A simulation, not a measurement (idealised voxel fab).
process module | voxel gate over fins
cross-section cut | 225 nm wide | cells 5 nm
A cross-section is a grid of square cells, given in bands from the top down. A band is one or more rows of cells.
Each band's line starts with the height of the band's top and of its bottom, in nm. Then come its materials from left to right, each with its width in nm. One material with "throughout" fills the band from edge to edge. "air" is empty space.
Height 0 is the level under which the wafer as received is all one material. The lowest band goes on downwards, as in "0 down".
A width such as "30 to 40" changes by the same amount from each row of cells to the next, from the band's top row to its bottom row.
"no change" after a step means that no cell of the cross-section changed.
closed voids: empty space of 8 cells or more with no open way to the top, each as width x height at its distance from the left edge, in nm
after a step's settings: what the simulator itself notes on the step
overlay nm, on a step with a mask: how far to the right of its planned place the mask lay; to the left if negative
plan
1 op RECEIVE | material Si
2 op CONFORMAL_DEP | material SiN | thk nm 5
3 op DIRECTIONAL_DEP | material aC | thk nm 15
4 op PATTERN | tone cover | mask id FINS | material resist | width nm 15 | pitch nm 40 | thk nm 35 | overlay nm 0
5 op DIRECTIONAL_ETCH | etch materials aC | depth nm 15
6 op STRIP | etch materials resist
7 op DIRECTIONAL_ETCH | etch materials SiN | depth nm 5
8 op DIRECTIONAL_ETCH | etch materials Si | depth nm 35
9 op STRIP | etch materials aC
10 op OXIDIZE | depth nm 5
11 op FILL_DEP | material SiO2 | thk nm 15
12 op CMP | height nm 5
13 op SELECTIVE_ETCH | etch materials SiO2 | depth nm 15
14 op STRIP | etch materials SiN
15 op CONFORMAL_DEP | material HfO2 | thk nm 5
16 op CONFORMAL_DEP | material TiN | thk nm 5
17 op CONFORMAL_DEP | material TiAl | thk nm 5
18 op CONFORMAL_DEP | material TiN | thk nm 5
19 op FILL_DEP | material W | thk nm 10
20 op CMP | height nm 25
21 op CONFORMAL_DEP | material SiCN | thk nm 5
first wafer, as planned
as received, after step 1
  0 down: Si throughout
  closed voids: none
after step 2
  5 to 0: SiN throughout
  below 0: unchanged
after step 3
  20 to 5: aC throughout
  below 5: unchanged
after step 4
  55 to 20: air 45 | resist 15 | air 25 | resist 15 | air 25 | resist 15 | air 25 | resist 15 | air 45
  below 20: unchanged
after step 5
  40 to 20: air 45 | resist 15 | air 25 | resist 15 | air 25 | resist 15 | air 25 | resist 15 | air 45
  20 to 5: air 45 | aC 15 | air 25 | aC 15 | air 25 | aC 15 | air 25 | aC 15 | air 45
  below 5: unchanged
after step 6
  20 to 5: air 45 | aC 15 | air 25 | aC 15 | air 25 | aC 15 | air 25 | aC 15 | air 45
  below 5: unchanged
after step 7
  20 to 5: air 45 | aC 15 | air 25 | aC 15 | air 25 | aC 15 | air 25 | aC 15 | air 45
  5 to 0: air 45 | SiN 15 | air 25 | SiN 15 | air 25 | SiN 15 | air 25 | SiN 15 | air 45
  below 0: unchanged
after step 8
  20 to 5: air 45 | aC 15 | air 25 | aC 15 | air 25 | aC 15 | air 25 | aC 15 | air 45
  5 to 0: air 45 | SiN 15 | air 25 | SiN 15 | air 25 | SiN 15 | air 25 | SiN 15 | air 45
  0 to -35: air 45 | Si 15 | air 25 | Si 15 | air 25 | Si 15 | air 25 | Si 15 | air 45
  below -35: unchanged
after step 9
  5 to 0: air 45 | SiN 15 | air 25 | SiN 15 | air 25 | SiN 15 | air 25 | SiN 15 | air 45
  below 0: unchanged
after step 10
  5 to 0: air 45 | SiN 15 | air 25 | SiN 15 | air 25 | SiN 15 | air 25 | SiN 15 | air 45
  0 to -35: air 45 | SiO2 5 | Si 5 | SiO2 5 | air 25 | SiO2 5 | Si 5 | SiO2 5 | air 25 | SiO2 5 | Si 5 | SiO2 5 | air 25 | SiO2 5 | Si 5 | SiO2 5 | air 45
  -35 to -40: SiO2 50 | Si 5 | SiO2 35 | Si 5 | SiO2 35 | Si 5 | SiO2 35 | Si 5 | SiO2 50
  below -40: unchanged
after step 11
  20 to 5: SiO2 throughout
  5 to 0: SiO2 45 | SiN 15 | SiO2 25 | SiN 15 | SiO2 25 | SiN 15 | SiO2 25 | SiN 15 | SiO2 45
  0 to -40: SiO2 50 | Si 5 | SiO2 35 | Si 5 | SiO2 35 | Si 5 | SiO2 35 | Si 5 | SiO2 50
  below -40: unchanged
after step 12
  5 to 0: SiO2 45 | SiN 15 | SiO2 25 | SiN 15 | SiO2 25 | SiN 15 | SiO2 25 | SiN 15 | SiO2 45
  below 0: unchanged
after step 13
  5 to 0: air 45 | SiN 15 | air 25 | SiN 15 | air 25 | SiN 15 | air 25 | SiN 15 | air 45
  0 to -10: air 50 | Si 5 | air 35 | Si 5 | air 35 | Si 5 | air 35 | Si 5 | air 50
  below -10: unchanged
after step 14
  0 to -10: air 50 | Si 5 | air 35 | Si 5 | air 35 | Si 5 | air 35 | Si 5 | air 50
  below -10: unchanged
after step 15
  5 to 0: air 45 | HfO2 15 | air 25 | HfO2 15 | air 25 | HfO2 15 | air 25 | HfO2 15 | air 45
  0 to -5: air 45 | HfO2 5 | Si 5 | HfO2 5 | air 25 | HfO2 5 | Si 5 | HfO2 5 | air 25 | HfO2 5 | Si 5 | HfO2 5 | air 25 | HfO2 5 | Si 5 | HfO2 5 | air 45
  -5 to -10: HfO2 50 | Si 5 | HfO2 35 | Si 5 | HfO2 35 | Si 5 | HfO2 35 | Si 5 | HfO2 50
  below -10: unchanged
after step 16
  10 to 5: air 40 | TiN 25 | air 15 | TiN 25 | air 15 | TiN 25 | air 15 | TiN 25 | air 40
  5 to 0: air 40 | TiN 5 | HfO2 15 | TiN 5 | air 15 | TiN 5 | HfO2 15 | TiN 5 | air 15 | TiN 5 | HfO2 15 | TiN 5 | air 15 | TiN 5 | HfO2 15 | TiN 5 | air 40
  0 to -5: TiN 45 | HfO2 5 | Si 5 | HfO2 5 | TiN 25 | HfO2 5 | Si 5 | HfO2 5 | TiN 25 | HfO2 5 | Si 5 | HfO2 5 | TiN 25 | HfO2 5 | Si 5 | HfO2 5 | TiN 45
  below -5: unchanged
after step 17
  15 to 10: air 35 | TiAl 35 | air 5 | TiAl 35 | air 5 | TiAl 35 | air 5 | TiAl 35 | air 35
  10 to 5: air 35 | TiAl 5 | TiN 25 | TiAl 5 | air 5 | TiAl 5 | TiN 25 | TiAl 5 | air 5 | TiAl 5 | TiN 25 | TiAl 5 | air 5 | TiAl 5 | TiN 25 | TiAl 5 | air 35
  5 to 0: TiAl 40 | TiN 5 | HfO2 15 | TiN 5 | TiAl 15 | TiN 5 | HfO2 15 | TiN 5 | TiAl 15 | TiN 5 | HfO2 15 | TiN 5 | TiAl 15 | TiN 5 | HfO2 15 | TiN 5 | TiAl 40
  below 0: unchanged
after step 18
  20 to 15: air 30 | TiN 165 | air 30
  15 to 10: air 30 | TiN 5 | TiAl 35 | TiN 5 | TiAl 35 | TiN 5 | TiAl 35 | TiN 5 | TiAl 35 | TiN 5 | air 30
  10 to 5: TiN 35 | TiAl 5 | TiN 25 | TiAl 5 | TiN 5 | TiAl 5 | TiN 25 | TiAl 5 | TiN 5 | TiAl 5 | TiN 25 | TiAl 5 | TiN 5 | TiAl 5 | TiN 25 | TiAl 5 | TiN 35
  below 5: unchanged
after step 19
  30 to 20: W throughout
  20 to 15: W 30 | TiN 165 | W 30
  15 to 10: W 30 | TiN 5 | TiAl 35 | TiN 5 | TiAl 35 | TiN 5 | TiAl 35 | TiN 5 | TiAl 35 | TiN 5 | W 30
  below 10: unchanged
after step 20
  25 to 20: W throughout
  below 20: unchanged
after step 21
  30 to 25: SiCN throughout
  below 25: unchanged
second wafer: like start, like plan, one mistake. Through step 15 it matches the first wafer
when step 16 should have ended
  10 to 0: air 40 | HfO2 25 | air 15 | HfO2 25 | air 15 | HfO2 25 | air 15 | HfO2 25 | air 40
  0 to -10: HfO2 50 | Si 5 | HfO2 35 | Si 5 | HfO2 35 | Si 5 | HfO2 35 | Si 5 | HfO2 50
  below -10: unchanged
when step 17 should have ended
  15 to 10: air 35 | TiAl 35 | air 5 | TiAl 35 | air 5 | TiAl 35 | air 5 | TiAl 35 | air 35
  10 to 5: air 35 | TiAl 5 | HfO2 25 | TiAl 5 | air 5 | TiAl 5 | HfO2 25 | TiAl 5 | air 5 | TiAl 5 | HfO2 25 | TiAl 5 | air 5 | TiAl 5 | HfO2 25 | TiAl 5 | air 35
  5 to 0: TiAl 40 | HfO2 25 | TiAl 15 | HfO2 25 | TiAl 15 | HfO2 25 | TiAl 15 | HfO2 25 | TiAl 40
  below 0: unchanged
when step 18 should have ended
  20 to 15: air 30 | TiN 165 | air 30
  15 to 10: air 30 | TiN 5 | TiAl 35 | TiN 5 | TiAl 35 | TiN 5 | TiAl 35 | TiN 5 | TiAl 35 | TiN 5 | air 30
  10 to 5: TiN 35 | TiAl 5 | HfO2 25 | TiAl 5 | TiN 5 | TiAl 5 | HfO2 25 | TiAl 5 | TiN 5 | TiAl 5 | HfO2 25 | TiAl 5 | TiN 5 | TiAl 5 | HfO2 25 | TiAl 5 | TiN 35
  below 5: unchanged
when step 19 should have ended
  30 to 20: W throughout
  20 to 15: W 30 | TiN 165 | W 30
  15 to 10: W 30 | TiN 5 | TiAl 35 | TiN 5 | TiAl 35 | TiN 5 | TiAl 35 | TiN 5 | TiAl 35 | TiN 5 | W 30
  below 10: unchanged
when step 20 should have ended
  25 to 20: W throughout
  below 20: unchanged
when step 21 should have ended
  30 to 25: SiCN throughout
  below 25: unchanged
what went wrong: step 16 ran as: op CONFORMAL_DEP | material HfO2 | thk nm 5
at the end the second wafer has, in cells: 61 more of HfO2 | 61 fewer of TiN
